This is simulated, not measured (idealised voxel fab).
process module | voxel self aligned vias
cross-section cut | 275 nm wide | cells 5 nm
A cross-section is a grid of square cells, given in bands from the top down. A band is one or more rows of cells.
Each band's line starts with the height of the band's top and of its bottom, in nm. Then come its materials from left to right, each with its width in nm. One material with "throughout" fills the band from edge to edge. "air" is empty space.
Height 0 is the level under which the wafer as received is all one material. The lowest band goes on downwards, as in "0 down".
A width such as "30 to 40" changes by the same amount from each row of cells to the next, from the band's top row to its bottom row.
"no change" after a step means that no cell of the cross-section changed.
closed voids: empty space of 8 cells or more with no open way to the top, each as width x height at its distance from the left edge, in nm
after a step's settings: what the simulator itself notes on the step
overlay nm, on a step with a mask: how far to the right of its planned place the mask lay; to the left if negative
plan
1 op RECEIVE | material Si
2 op CONFORMAL_DEP | material SiO2 | thk nm 10
3 op CONFORMAL_DEP | material SiCN | thk nm 5
4 op DIRECTIONAL_DEP | material SiO2 | thk nm 20
5 op MASKED_ETCH | tone open | mask id LINES | width nm 20 | pitch nm 50 | etch materials SiO2 | depth nm 20 | overlay nm 0
6 op CONFORMAL_DEP | material TiN | thk nm 5
7 op FILL_DEP | material W | thk nm 10
8 op CMP | height nm 35
9 op SELECTIVE_ETCH | etch materials W Ru TiN | depth nm 10
10 op FILL_DEP | material SiN | thk nm 10
11 op CMP | height nm 35
12 op DIRECTIONAL_DEP | material SiO2 | thk nm 15
13 op PATTERN | tone open | mask id VIAS | material resist | width nm 30 | thk nm 15 | overlay nm 0
14 op DIRECTIONAL_ETCH | etch materials SiO2 | depth nm 15
15 op DIRECTIONAL_ETCH | etch materials SiN | depth nm 10
16 op STRIP | etch materials resist
17 op CONFORMAL_DEP | material TiN | thk nm 5
18 op FILL_DEP | material Ru | thk nm 5
19 op CMP | height nm 50
20 op CONFORMAL_DEP | material SiN | thk nm 5
as received, after step 1
  0 down: Si throughout
  closed voids: none
a wafer at the end: this start, this plan, one mistake
  60 to 55: SiN throughout
  55 to 50: TiN 100 | Ru 20 | TiN 155
  50 to 40: SiO2 95 | TiN 5 | Ru 20 | TiN 5 | SiO2 150
  40 to 35: SiO2 95 | TiN 10 | Ru 10 | TiN 10 | SiO2 150
  35 to 30: SiO2 100 | TiN 5 | Ru 10 | TiN 5 | SiO2 30 | SiN 20 | SiO2 105
  30 to 25: SiO2 100 | TiN 20 | SiO2 30 | SiN 20 | SiO2 105
  25 to 20: SiO2 100 | TiN 5 | W 10 | TiN 5 | SiO2 30 | TiN 5 | W 10 | TiN 5 | SiO2 105
  20 to 15: SiO2 100 | TiN 20 | SiO2 30 | TiN 20 | SiO2 105
  15 to 10: SiCN throughout
  10 to 0: SiO2 throughout
  0 down: Si throughout
  closed voids: none
what went wrong: step 19 ran as: op CMP | height nm 55
